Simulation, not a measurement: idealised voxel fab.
The following process module bears the name voxel self aligned contacts.
The figure presents cross-section cut, which has a width of 180 nm and is divided into square cells with an edge length of 5 nm.
Each cross-section below is a grid of square cells, stated as bands in top-down order, with one or more rows of cells making up each band.
Top height, bottom height, nm. Materials left to right, width each, nm. Single material + "everywhere" = fills band edge to edge. "air" = empty.
Heads up on the height convention: 0 is the point under which the incoming wafer is all one material, and the lowest band has no bottom, it just keeps going down, like "0 and below".
The notation "30->40" denotes a width that varies across the rows of cells in the band, beginning at the first number in the top row, finishing at the second number in the bottom row, and changing by an identical amount from each row to the next.
Step marked "no change occurred"? Then no cell in the cross-section changed in it.
Basically, "Sealed cavities" tells you about the enclosed voids: empty spaces with no open way to the top, 8 cells or bigger, each written width x height at distance, where distance is from the left edge, all in nm.
Text after the settings on a step's line: the simulator's own remark on that step.
Among the settings permitted on a step's line is "overlay nm"; applied to a step with a mask, it specifies the extent to which the mask lay to the right of its planned position, whereas a negative figure signifies a position to the left.
List of planned process steps:
1 RECEIVE: material Si
2 OXIDIZE: depth nm 5
3 DIRECTIONAL_DEP: material polySi, thk nm 30
4 DIRECTIONAL_DEP: material SiN, thk nm 20
5 MASKED_ETCH: tone cover, mask id GATE, width nm 25, pitch nm 55, etch materials SiN, depth nm 20, overlay nm 0
6 MASKED_ETCH: tone cover, mask id GATE, width nm 25, pitch nm 55, etch materials polySi, depth nm 30, overlay nm 0
7 CONFORMAL_DEP: material SiN, thk nm 5
8 DIRECTIONAL_ETCH: etch materials SiN, depth nm 5
9 FILL_DEP: material SiO2, thk nm 20
10 CMP: height nm 60
11 MASKED_ETCH: tone open, mask id CONTACT, width nm 40, pitch nm 55, etch materials SiO2, depth nm 65, overlay nm 0
12 CONFORMAL_DEP: material TiN, thk nm 5
13 FILL_DEP: material Ru, thk nm 5
14 CMP: height nm 60
15 CONFORMAL_DEP: material SiCN, thk nm 5
Cross-section of the incoming wafer, state after step 1:
  0 and below  Si everywhere
  Sealed cavities: none
Final cross-section, module run with one mistake (start and plan as above):
  65 down to 60  SiCN everywhere
  60 down to 50  SiO2 40 nm / TiN 5->10 nm / Ru 30->10 nm / TiN 5->20 nm / SiO2 15 nm / TiN 5->10 nm / Ru 30->10 nm / TiN 5->20 nm / SiO2 45 nm
  50 down to 35  SiO2 10 nm / SiN 35 nm / TiN 5 nm / Ru 10 nm / TiN 5 nm / SiN 35 nm / TiN 5 nm / Ru 10 nm / TiN 5 nm / SiN 35 nm / SiO2 25 nm
  35 down to 30  SiO2 10 nm / SiN 35 nm / TiN 10 nm / Ru 5 nm / TiN 5 nm / SiN 35 nm / TiN 10 nm / Ru 5 nm / TiN 5 nm / SiN 35 nm / SiO2 25 nm
  30 down to 0  SiO2 10 nm / SiN 5 nm / polySi 30 nm / SiN 5 nm / TiN 5 nm / Ru 5 nm / TiN 5 nm / SiN 5 nm / polySi 30 nm / SiN 5 nm / TiN 5 nm / Ru 5 nm / TiN 5 nm / SiN 5 nm / polySi 30 nm / SiN 5 nm / SiO2 20 nm
  0 down to -5  SiO2 50 nm / TiN 15 nm / SiO2 40 nm / TiN 15 nm / SiO2 60 nm
  -5 and below  Si everywhere
  Sealed cavities: none
The mistake made against the process plan was this: step 5 was run on a setting that differed from the plan, and what really ran there is MASKED_ETCH: tone cover, mask id GATE, width nm 25, pitch nm 55, etch materials SiN, depth nm 20, overlay nm -5
